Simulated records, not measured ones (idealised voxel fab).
A process module follows: voxel capacitor over wiring.
Section cut is 275 nm wide and gridded with 5 nm square cells.
A cross-section is a grid of square cells, given in bands from the top down. A band is one or more rows of cells.
What a band's entry tells you: where the top is and where the bottom is, as heights in nm, and after that what lies inside, material by material from left to right, each with its width in nm. Empty space is written as the word "air", and a single material marked with the word "all across" occupies the band from edge to edge.
Convention: height 0 is the level below which the wafer, as received, is all one material. The lowest band does not terminate at the bottom but continues downward, represented as "0 down".
Width: "30..40" (first number = top row, second number = bottom row, same change from row to row of cells).
No cell of the cross-section changed in a step that is given as "nothing was modified".
"Unvented cavities" - sealed voids, min. 8 cells, no opening to top; format: width x height at distance (distance from left edge; nm throughout).
Where a step's line continues beyond its settings, the continuation is a remark by the simulator itself on that step.
overlay nm: how far to the right of its planned place the mask lay on this masked step (negative: to the left).

THE PLANNED PROCESS STEPS ARE ENUMERATED HEREUNDER
| 1 | RECEIVE: material Si |
| 2 | CONFORMAL_DEP: material SiO2, thk nm 15 |
| 3 | CONFORMAL_DEP: material SiN, thk nm 5 |
| 4 | DIRECTIONAL_DEP: material SiO2, thk nm 20 |
| 5 | MASKED_ETCH: tone open, mask id METAL_1, width nm 20, pitch nm 70, etch materials SiO2, depth nm 20, overlay nm 0 |
| 6 | MASKED_ETCH: tone open, mask id METAL_1, width nm 20, pitch nm 70, etch materials SiN, depth nm 5, overlay nm 0 |
| 7 | CONFORMAL_DEP: material TiN, thk nm 5 |
| 8 | FILL_DEP: material W, thk nm 5 |
| 9 | CMP: height nm 40 |
| 10 | CONFORMAL_DEP: material SiCN, thk nm 5 |
| 11 | DIRECTIONAL_DEP: material lowk, thk nm 10 |
| 12 | PATTERN: tone open, mask id PLUG_1, material resist, width nm 15, thk nm 15, overlay nm 0 |
| 13 | DIRECTIONAL_ETCH: etch materials lowk, depth nm 10 |
| 14 | DIRECTIONAL_ETCH: etch materials SiCN, depth nm 5 |
| 15 | STRIP: etch materials resist |
| 16 | CONFORMAL_DEP: material TiN, thk nm 5 |
| 17 | FILL_DEP: material Cu, thk nm 10 |
| 18 | CMP: height nm 55 |
| 19 | DIRECTIONAL_DEP: material TiN, thk nm 10 |
| 20 | DIRECTIONAL_DEP: material SiN, thk nm 5 |
| 21 | DIRECTIONAL_DEP: material TiN, thk nm 10 |
| 22 | MASKED_ETCH: tone cover, mask id UPPER_PLATE, width nm 55, etch materials TiN, depth nm 10, overlay nm 0 |
| 23 | MASKED_ETCH: tone cover, mask id UPPER_PLATE, width nm 55, etch materials SiN, depth nm 5, overlay nm 0 |
| 24 | MASKED_ETCH: tone cover, mask id LOWER_PLATE, width nm 65, etch materials TiN, depth nm 10, overlay nm 0 |
| 25 | FILL_DEP: material SiO2, thk nm 15 |
| 26 | CMP: height nm 90 |
| 27 | MASKED_ETCH: tone open, mask id PLUG_2, width nm 15, etch materials SiO2, depth nm 10, overlay nm 0 |
| 28 | CONFORMAL_DEP: material TiN, thk nm 5 |
| 29 | FILL_DEP: material W, thk nm 10 |
| 30 | CMP: height nm 90 |
| 31 | CONFORMAL_DEP: material SiN, thk nm 5 |

THE FOLLOWING PERTAINS TO THE FIRST OF TWO WAFERS, WHICH WAS PROCESSED AS PLANNED

DELIVERED WAFER IN CROSS-SECTION: STATE AFTER STEP 1
0 down  Si all across
Unvented cavities: none

YOU'RE LOOKING AT A CROSS-SECTION OF THE WAFER AFTER STEP 2
15 to 0  SiO2 all across
Unchanged below 0.

YOU'RE LOOKING AT A CROSS-SECTION OF THE WAFER AFTER STEP 3
20 to 15  SiN all across
Unchanged below 15.

YOU'RE LOOKING AT A CROSS-SECTION OF THE WAFER AFTER STEP 4
40 to 20  SiO2 all across
Unchanged below 20.

YOU'RE LOOKING AT A CROSS-SECTION OF THE WAFER AFTER STEP 5
40 to 20  SiO2=90, air=20, SiO2=50, air=20, SiO2=95
Unchanged below 20.

YOU'RE LOOKING AT A CROSS-SECTION OF THE WAFER AFTER STEP 6
40 to 20  SiO2=90, air=20, SiO2=50, air=20, SiO2=95
20 to 15  SiN=90, air=20, SiN=50, air=20, SiN=95
Unchanged below 15.

YOU'RE LOOKING AT A CROSS-SECTION OF THE WAFER AFTER STEP 7
45 to 40  TiN=95, air=10, TiN=60, air=10, TiN=100
40 to 20  SiO2=90, TiN=5, air=10, TiN=5, SiO2=50, TiN=5, air=10, TiN=5, SiO2=95
20 to 15  SiN=90, TiN=20, SiN=50, TiN=20, SiN=95
Unchanged below 15.

YOU'RE LOOKING AT A CROSS-SECTION OF THE WAFER AFTER STEP 8
50 to 45  W all across
45 to 40  TiN=95, W=10, TiN=60, W=10, TiN=100
40 to 20  SiO2=90, TiN=5, W=10, TiN=5, SiO2=50, TiN=5, W=10, TiN=5, SiO2=95
Unchanged below 20.

YOU'RE LOOKING AT A CROSS-SECTION OF THE WAFER AFTER STEP 9
40 to 20  SiO2=90, TiN=5, W=10, TiN=5, SiO2=50, TiN=5, W=10, TiN=5, SiO2=95
Unchanged below 20.

YOU'RE LOOKING AT A CROSS-SECTION OF THE WAFER AFTER STEP 10
45 to 40  SiCN all across
Unchanged below 40.

YOU'RE LOOKING AT A CROSS-SECTION OF THE WAFER AFTER STEP 11
55 to 45  lowk all across
Unchanged below 45.

YOU'RE LOOKING AT A CROSS-SECTION OF THE WAFER AFTER STEP 12
70 to 55  resist=95, air=15, resist=165
Unchanged below 55.

YOU'RE LOOKING AT A CROSS-SECTION OF THE WAFER AFTER STEP 13
70 to 55  resist=95, air=15, resist=165
55 to 45  lowk=95, air=15, lowk=165
Unchanged below 45.

YOU'RE LOOKING AT A CROSS-SECTION OF THE WAFER AFTER STEP 14
70 to 55  resist=95, air=15, resist=165
55 to 45  lowk=95, air=15, lowk=165
45 to 40  SiCN=95, air=15, SiCN=165
Unchanged below 40.

YOU'RE LOOKING AT A CROSS-SECTION OF THE WAFER AFTER STEP 15
55 to 45  lowk=95, air=15, lowk=165
Unchanged below 45.

YOU'RE LOOKING AT A CROSS-SECTION OF THE WAFER AFTER STEP 16
60 to 55  TiN=100, air=5, TiN=170
55 to 45  lowk=95, TiN=5, air=5, TiN=5, lowk=165
45 to 40  SiCN=95, TiN=15, SiCN=165
Unchanged below 40.

YOU'RE LOOKING AT A CROSS-SECTION OF THE WAFER AFTER STEP 17
70 to 60  Cu all across
60 to 55  TiN=100, Cu=5, TiN=170
55 to 45  lowk=95, TiN=5, Cu=5, TiN=5, lowk=165
Unchanged below 45.

YOU'RE LOOKING AT A CROSS-SECTION OF THE WAFER AFTER STEP 18
55 to 45  lowk=95, TiN=5, Cu=5, TiN=5, lowk=165
Unchanged below 45.

YOU'RE LOOKING AT A CROSS-SECTION OF THE WAFER AFTER STEP 19
65 to 55  TiN all across
Unchanged below 55.

YOU'RE LOOKING AT A CROSS-SECTION OF THE WAFER AFTER STEP 20
70 to 65  SiN all across
Unchanged below 65.

YOU'RE LOOKING AT A CROSS-SECTION OF THE WAFER AFTER STEP 21
80 to 70  TiN all across
Unchanged below 70.

YOU'RE LOOKING AT A CROSS-SECTION OF THE WAFER AFTER STEP 22
80 to 70  air=95, TiN=55, air=125
Unchanged below 70.

YOU'RE LOOKING AT A CROSS-SECTION OF THE WAFER AFTER STEP 23
80 to 70  air=95, TiN=55, air=125
70 to 65  air=95, SiN=55, air=125
Unchanged below 65.

YOU'RE LOOKING AT A CROSS-SECTION OF THE WAFER AFTER STEP 24
80 to 70  air=95, TiN=55, air=125
70 to 65  air=95, SiN=55, air=125
65 to 55  air=90, TiN=65, air=120
Unchanged below 55.

YOU'RE LOOKING AT A CROSS-SECTION OF THE WAFER AFTER STEP 25
95 to 80  SiO2 all across
80 to 70  SiO2=95, TiN=55, SiO2=125
70 to 65  SiO2=95, SiN=55, SiO2=125
65 to 55  SiO2=90, TiN=65, SiO2=120
Unchanged below 55.

YOU'RE LOOKING AT A CROSS-SECTION OF THE WAFER AFTER STEP 26
90 to 80  SiO2 all across
Unchanged below 80.

YOU'RE LOOKING AT A CROSS-SECTION OF THE WAFER AFTER STEP 27
90 to 80  SiO2=105, air=15, SiO2=155
Unchanged below 80.

YOU'RE LOOKING AT A CROSS-SECTION OF THE WAFER AFTER STEP 28
95 to 90  TiN=110, air=5, TiN=160
90 to 85  SiO2=105, TiN=5, air=5, TiN=5, SiO2=155
85 to 80  SiO2=105, TiN=15, SiO2=155
Unchanged below 80.

YOU'RE LOOKING AT A CROSS-SECTION OF THE WAFER AFTER STEP 29
105 to 95  W all across
95 to 90  TiN=110, W=5, TiN=160
90 to 85  SiO2=105, TiN=5, W=5, TiN=5, SiO2=155
Unchanged below 85.

YOU'RE LOOKING AT A CROSS-SECTION OF THE WAFER AFTER STEP 30
90 to 85  SiO2=105, TiN=5, W=5, TiN=5, SiO2=155
Unchanged below 85.

YOU'RE LOOKING AT A CROSS-SECTION OF THE WAFER AFTER STEP 31
95 to 90  SiN all across
Unchanged below 90.

SECOND WAFER (IDENTICAL START AND PLAN, ONE PROCESSING ERROR; MATCHES FIRST WAFER THROUGH STEP 2)

SECOND WAFER AT THE PLANNED FINISH OF STEP 3, SEEN IN CROSS-SECTION
35 to 0  SiO2 all across
Unchanged below 0.

SECOND WAFER AT THE PLANNED FINISH OF STEP 4, SEEN IN CROSS-SECTION
40 to 35  SiN all across
Unchanged below 35.

Second wafer at the planned finish of step 5, seen in cross-section: nothing was modified

SECOND WAFER AT THE PLANNED FINISH OF STEP 6, SEEN IN CROSS-SECTION
40 to 35  SiN=90, air=20, SiN=50, air=20, SiN=95
Unchanged below 35.

SECOND WAFER AT THE PLANNED FINISH OF STEP 7, SEEN IN CROSS-SECTION
45 to 40  TiN=95, air=10, TiN=60, air=10, TiN=100
40 to 35  SiN=90, TiN=20, SiN=50, TiN=20, SiN=95
Unchanged below 35.

SECOND WAFER AT THE PLANNED FINISH OF STEP 8, SEEN IN CROSS-SECTION
50 to 45  W all across
45 to 40  TiN=95, W=10, TiN=60, W=10, TiN=100
Unchanged below 40.

SECOND WAFER AT THE PLANNED FINISH OF STEP 9, SEEN IN CROSS-SECTION
40 to 35  SiN=90, TiN=20, SiN=50, TiN=20, SiN=95
Unchanged below 35.

SECOND WAFER AT THE PLANNED FINISH OF STEP 10, SEEN IN CROSS-SECTION
45 to 40  SiCN all across
Unchanged below 40.

SECOND WAFER AT THE PLANNED FINISH OF STEP 11, SEEN IN CROSS-SECTION
55 to 45  lowk all across
Unchanged below 45.

SECOND WAFER AT THE PLANNED FINISH OF STEP 12, SEEN IN CROSS-SECTION
70 to 55  resist=95, air=15, resist=165
Unchanged below 55.

SECOND WAFER AT THE PLANNED FINISH OF STEP 13, SEEN IN CROSS-SECTION
70 to 55  resist=95, air=15, resist=165
55 to 45  lowk=95, air=15, lowk=165
Unchanged below 45.

SECOND WAFER AT THE PLANNED FINISH OF STEP 14, SEEN IN CROSS-SECTION
70 to 55  resist=95, air=15, resist=165
55 to 45  lowk=95, air=15, lowk=165
45 to 40  SiCN=95, air=15, SiCN=165
Unchanged below 40.

SECOND WAFER AT THE PLANNED FINISH OF STEP 15, SEEN IN CROSS-SECTION
55 to 45  lowk=95, air=15, lowk=165
Unchanged below 45.

SECOND WAFER AT THE PLANNED FINISH OF STEP 16, SEEN IN CROSS-SECTION
60 to 55  TiN=100, air=5, TiN=170
55 to 45  lowk=95, TiN=5, air=5, TiN=5, lowk=165
45 to 40  SiCN=95, TiN=15, SiCN=165
Unchanged below 40.

SECOND WAFER AT THE PLANNED FINISH OF STEP 17, SEEN IN CROSS-SECTION
70 to 60  Cu all across
60 to 55  TiN=100, Cu=5, TiN=170
55 to 45  lowk=95, TiN=5, Cu=5, TiN=5, lowk=165
Unchanged below 45.

SECOND WAFER AT THE PLANNED FINISH OF STEP 18, SEEN IN CROSS-SECTION
55 to 45  lowk=95, TiN=5, Cu=5, TiN=5, lowk=165
Unchanged below 45.

SECOND WAFER AT THE PLANNED FINISH OF STEP 19, SEEN IN CROSS-SECTION
65 to 55  TiN all across
Unchanged below 55.

SECOND WAFER AT THE PLANNED FINISH OF STEP 20, SEEN IN CROSS-SECTION
70 to 65  SiN all across
Unchanged below 65.

SECOND WAFER AT THE PLANNED FINISH OF STEP 21, SEEN IN CROSS-SECTION
80 to 70  TiN all across
Unchanged below 70.

SECOND WAFER AT THE PLANNED FINISH OF STEP 22, SEEN IN CROSS-SECTION
80 to 70  air=95, TiN=55, air=125
Unchanged below 70.

SECOND WAFER AT THE PLANNED FINISH OF STEP 23, SEEN IN CROSS-SECTION
80 to 70  air=95, TiN=55, air=125
70 to 65  air=95, SiN=55, air=125
Unchanged below 65.

SECOND WAFER AT THE PLANNED FINISH OF STEP 24, SEEN IN CROSS-SECTION
80 to 70  air=95, TiN=55, air=125
70 to 65  air=95, SiN=55, air=125
65 to 55  air=90, TiN=65, air=120
Unchanged below 55.

SECOND WAFER AT THE PLANNED FINISH OF STEP 25, SEEN IN CROSS-SECTION
95 to 80  SiO2 all across
80 to 70  SiO2=95, TiN=55, SiO2=125
70 to 65  SiO2=95, SiN=55, SiO2=125
65 to 55  SiO2=90, TiN=65, SiO2=120
Unchanged below 55.

SECOND WAFER AT THE PLANNED FINISH OF STEP 26, SEEN IN CROSS-SECTION
90 to 80  SiO2 all across
Unchanged below 80.

SECOND WAFER AT THE PLANNED FINISH OF STEP 27, SEEN IN CROSS-SECTION
90 to 80  SiO2=105, air=15, SiO2=155
Unchanged below 80.

SECOND WAFER AT THE PLANNED FINISH OF STEP 28, SEEN IN CROSS-SECTION
95 to 90  TiN=110, air=5, TiN=160
90 to 85  SiO2=105, TiN=5, air=5, TiN=5, SiO2=155
85 to 80  SiO2=105, TiN=15, SiO2=155
Unchanged below 80.

SECOND WAFER AT THE PLANNED FINISH OF STEP 29, SEEN IN CROSS-SECTION
105 to 95  W all across
95 to 90  TiN=110, W=5, TiN=160
90 to 85  SiO2=105, TiN=5, W=5, TiN=5, SiO2=155
Unchanged below 85.

SECOND WAFER AT THE PLANNED FINISH OF STEP 30, SEEN IN CROSS-SECTION
90 to 85  SiO2=105, TiN=5, W=5, TiN=5, SiO2=155
Unchanged below 85.

SECOND WAFER AT THE PLANNED FINISH OF STEP 31, SEEN IN CROSS-SECTION
95 to 90  SiN all across
Unchanged below 90.
Processing error: so 3 and 4 got swapped relative to the plan, each ran where the other was supposed to
Once processing is complete, comparing cell counts shows that the second wafer has more or fewer of certain materials than the first: SiO2 +32; TiN -16; W -16
